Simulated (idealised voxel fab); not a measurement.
process module | voxel self aligned vias
cross-section cut | 295 nm wide | cells 5 nm
A cross-section is a grid of square cells, given in bands from the top down. A band is one or more rows of cells.
Each band's line starts with the height of the band's top and of its bottom, in nm. Then come its materials from left to right, each with its width in nm. One material with "throughout" fills the band from edge to edge. "air" is empty space.
Height 0 is the level under which the wafer as received is all one material. The lowest band goes on downwards, as in "0 down".
A width such as "30 to 40" changes by the same amount from each row of cells to the next, from the band's top row to its bottom row.
"no change" after a step means that no cell of the cross-section changed.
closed voids: empty space of 8 cells or more with no open way to the top, each as width x height at its distance from the left edge, in nm
after a step's settings: what the simulator itself notes on the step
overlay nm, on a step with a mask: how far to the right of its planned place the mask lay; to the left if negative
plan
1 op RECEIVE | material Si
2 op CONFORMAL_DEP | material SiO2 | thk nm 15
3 op CONFORMAL_DEP | material SiCN | thk nm 5
4 op DIRECTIONAL_DEP | material lowk | thk nm 25
5 op MASKED_ETCH | tone open | mask id LINES | width nm 20 | pitch nm 70 | etch materials lowk | depth nm 25 | overlay nm 0
6 op CONFORMAL_DEP | material TiN | thk nm 5
7 op FILL_DEP | material W | thk nm 10
8 op CMP | height nm 45
9 op SELECTIVE_ETCH | etch materials W Ru TiN | depth nm 10
10 op FILL_DEP | material SiN | thk nm 5
11 op CMP | height nm 45
12 op DIRECTIONAL_DEP | material lowk | thk nm 20
13 op DIRECTIONAL_DEP | material aC | thk nm 15
14 op PATTERN | tone open | mask id VIAS | material resist | width nm 40 | pitch nm 70 | thk nm 35 | overlay nm 0
15 op DIRECTIONAL_ETCH | etch materials aC | depth nm 15
16 op STRIP | etch materials resist
17 op DIRECTIONAL_ETCH | etch materials lowk | depth nm 20
18 op DIRECTIONAL_ETCH | etch materials SiN | depth nm 10
19 op STRIP | etch materials aC
20 op CONFORMAL_DEP | material TiN | thk nm 5
21 op FILL_DEP | material Cu | thk nm 10
22 op CMP | height nm 65
23 op CONFORMAL_DEP | material SiCN | thk nm 5
as received, after step 1
  0 down: Si throughout
  closed voids: none
a wafer at the end: this start, this plan, one mistake
  70 to 65: SiCN throughout
  65 to 50: lowk 60 | TiN 5 | Cu 30 | TiN 5 | lowk 30 | TiN 5 | Cu 30 | TiN 5 | lowk 30 | TiN 5 | Cu 30 | TiN 5 | lowk 55
  50 to 40: lowk 60 to 65 | TiN 10 to 5 | Cu 10 | TiN 20 to 5 | lowk 30 to 50 | TiN 10 to 5 | Cu 10 | TiN 20 to 5 | lowk 30 to 50 | TiN 10 to 5 | Cu 10 | TiN 20 to 5 | lowk 55 to 70
  40 to 35: lowk 65 | TiN 20 | lowk 50 | TiN 20 | lowk 50 | TiN 20 | lowk 70
  35 to 25: lowk 65 | TiN 5 | W 10 | TiN 5 | lowk 50 | TiN 5 | W 10 | TiN 5 | lowk 50 | TiN 5 | W 10 | TiN 5 | lowk 70
  25 to 20: lowk 65 | TiN 20 | lowk 50 | TiN 20 | lowk 50 | TiN 20 | lowk 70
  20 to 15: SiCN throughout
  15 to 0: SiO2 throughout
  0 down: Si throughout
  closed voids: none
what went wrong: step 14 ran as: op PATTERN | tone open | mask id VIAS | material resist | width nm 40 | pitch nm 70 | thk nm 35 | overlay nm 5
